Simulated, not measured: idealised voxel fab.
Module name: voxel capacitor over wiring (process module)
Cross-section cut: width 225 nm, square cells of 5 nm.
Notation: cross-section as square-cell grid; stated in bands, top first, going down; one or more cell rows per band.
First you get the band's top height and its bottom height, in nm, and then the materials it's made of, left to right, with each width in nm. If you see a single material with "all across", that one covers the band edge to edge. "blank" is empty space.
Height 0 is the level under which the wafer as received is all one material. The lowest band goes on downwards, as in "0 down".
Width spec "30->40" -> top row of cells at first value, bottom row at second value, equal per-row change in between.
When a step is marked "identical to before", none of the cells in the cross-section changed during that step.
So "Encapsulated voids" is basically the list of trapped voids: any empty space of 8 cells or more that can't reach the top through an opening. They're written width x height at distance, the distance being from the left edge, and it's all nm.
Past the settings on a step's line: simulator remark, on that step.
What "overlay nm" on a step's line means: if the step has a mask, that mask lay this far to the right of its planned place, or, when the value is negative, to the left.
## This section lists the process steps that were planned
1,RECEIVE | material Si
2,CONFORMAL_DEP | material SiO2 | thk nm 15
3,CONFORMAL_DEP | material SiN | thk nm 5
4,DIRECTIONAL_DEP | material SiO2 | thk nm 15
5,DIRECTIONAL_DEP | material aC | thk nm 10
6,PATTERN | tone open | mask id METAL_1 | material resist | width nm 20 | pitch nm 90 | thk nm 25 | overlay nm 0
7,DIRECTIONAL_ETCH | etch materials aC | depth nm 10
8,STRIP | etch materials resist
9,DIRECTIONAL_ETCH | etch materials SiO2 | depth nm 15
10,DIRECTIONAL_ETCH | etch materials SiN | depth nm 5
11,STRIP | etch materials aC
12,CONFORMAL_DEP | material TiN | thk nm 5
13,FILL_DEP | material Cu | thk nm 10
14,CMP | height nm 35
15,EPI | material Ru | thk nm 5
16,FILL_DEP | material SiCN | thk nm 5
17,DIRECTIONAL_DEP | material SiO2 | thk nm 20
18,PATTERN | tone open | mask id PLUG_1 | material resist | width nm 15 | thk nm 15 | overlay nm 0
19,DIRECTIONAL_ETCH | etch materials SiO2 | depth nm 20
20,DIRECTIONAL_ETCH | etch materials SiCN | depth nm 5
21,STRIP | etch materials resist
22,EPI | material Ru | thk nm 10
23,EPI | material Ru | thk nm 10
24,EPI | material Ru | thk nm 5
25,DIRECTIONAL_DEP | material TiN | thk nm 10
26,DIRECTIONAL_DEP | material SiN | thk nm 5
27,DIRECTIONAL_DEP | material TiN | thk nm 5
28,MASKED_ETCH | tone cover | mask id UPPER_PLATE | width nm 75 | etch materials TiN | depth nm 5 | overlay nm 0
29,MASKED_ETCH | tone cover | mask id UPPER_PLATE | width nm 75 | etch materials SiN | depth nm 5 | overlay nm 0
30,PATTERN | tone cover | mask id LOWER_PLATE | material resist | width nm 85 | thk nm 15 | overlay nm 0
31,DIRECTIONAL_ETCH | etch materials TiN | depth nm 10
32,STRIP | etch materials resist
33,FILL_DEP | material SiO2 | thk nm 20
34,CMP | height nm 100
35,MASKED_ETCH | tone open | mask id PLUG_2 | width nm 15 | etch materials SiO2 | depth nm 15 | overlay nm 0
36,CONFORMAL_DEP | material TiN | thk nm 5
37,FILL_DEP | material Cu | thk nm 5
38,CMP | height nm 100
39,CONFORMAL_DEP | material SiCN | thk nm 5
## Shown in cross-section is the wafer as received, that is, as it stands after step 1
  0 down: Si all across
  Encapsulated voids: none
## Run as planned - first of the two wafers cross-sectioned at the end of the module
  105 to 100: SiCN all across
  100 to 90: 70 nm SiO2; 5 nm TiN; 5 nm Cu; 5 nm TiN; 140 nm SiO2
  90 to 80: 70->60 nm SiO2; 15->75 nm TiN; 140->90 nm SiO2
  80 to 75: 60 nm SiO2; 75 nm SiN; 90 nm SiO2
  75 to 65: 55 nm SiO2; 85 nm TiN; 85 nm SiO2
  65 to 45: 60 nm SiO2; 15 nm Ru; 150 nm SiO2
  45 to 40: 60 nm SiCN; 15 nm Ru; 150 nm SiCN
  40 to 35: 50 nm SiCN; 30 nm Ru; 60 nm SiCN; 30 nm Ru; 55 nm SiCN
  35 to 20: 55 nm SiO2; 5 nm TiN; 10 nm Cu; 5 nm TiN; 70 nm SiO2; 5 nm TiN; 10 nm Cu; 5 nm TiN; 60 nm SiO2
  20 to 15: 55 nm SiN; 20 nm TiN; 70 nm SiN; 20 nm TiN; 60 nm SiN
  15 to 0: SiO2 all across
  0 down: Si all across
  Encapsulated voids: none
## Wafer two, sectioned after the module: the first wafer's start, the first wafer's plan, and one mistake in how it was run
  105 to 100: SiCN all across
  100 to 90: 70 nm SiO2; 5 nm TiN; 5 nm Cu; 5 nm TiN; 140 nm SiO2
  90 to 80: 70->60 nm SiO2; 15->75 nm TiN; 140->90 nm SiO2
  80 to 75: 60 nm SiO2; 75 nm SiN; 90 nm SiO2
  75 to 65: 60 nm SiO2; 80 nm TiN; 85 nm SiO2
  65 to 45: 60 nm SiO2; 15 nm Ru; 150 nm SiO2
  45 to 40: 60 nm SiCN; 15 nm Ru; 150 nm SiCN
  40 to 35: 50 nm SiCN; 30 nm Ru; 60 nm SiCN; 30 nm Ru; 55 nm SiCN
  35 to 20: 55 nm SiO2; 5 nm TiN; 10 nm Cu; 5 nm TiN; 70 nm SiO2; 5 nm TiN; 10 nm Cu; 5 nm TiN; 60 nm SiO2
  20 to 15: 55 nm SiN; 20 nm TiN; 70 nm SiN; 20 nm TiN; 60 nm SiN
  15 to 0: SiO2 all across
  0 down: Si all across
  Encapsulated voids: none
Misprocessing identified: step 30 ran with different settings than intended, the actual operation and settings being PATTERN | tone cover | mask id LOWER_PLATE | material resist | width nm 80 | thk nm 15 | overlay nm 0
Final comparison by cell count, materials where the second wafer has more or fewer than the first: +2 SiO2; -2 TiN
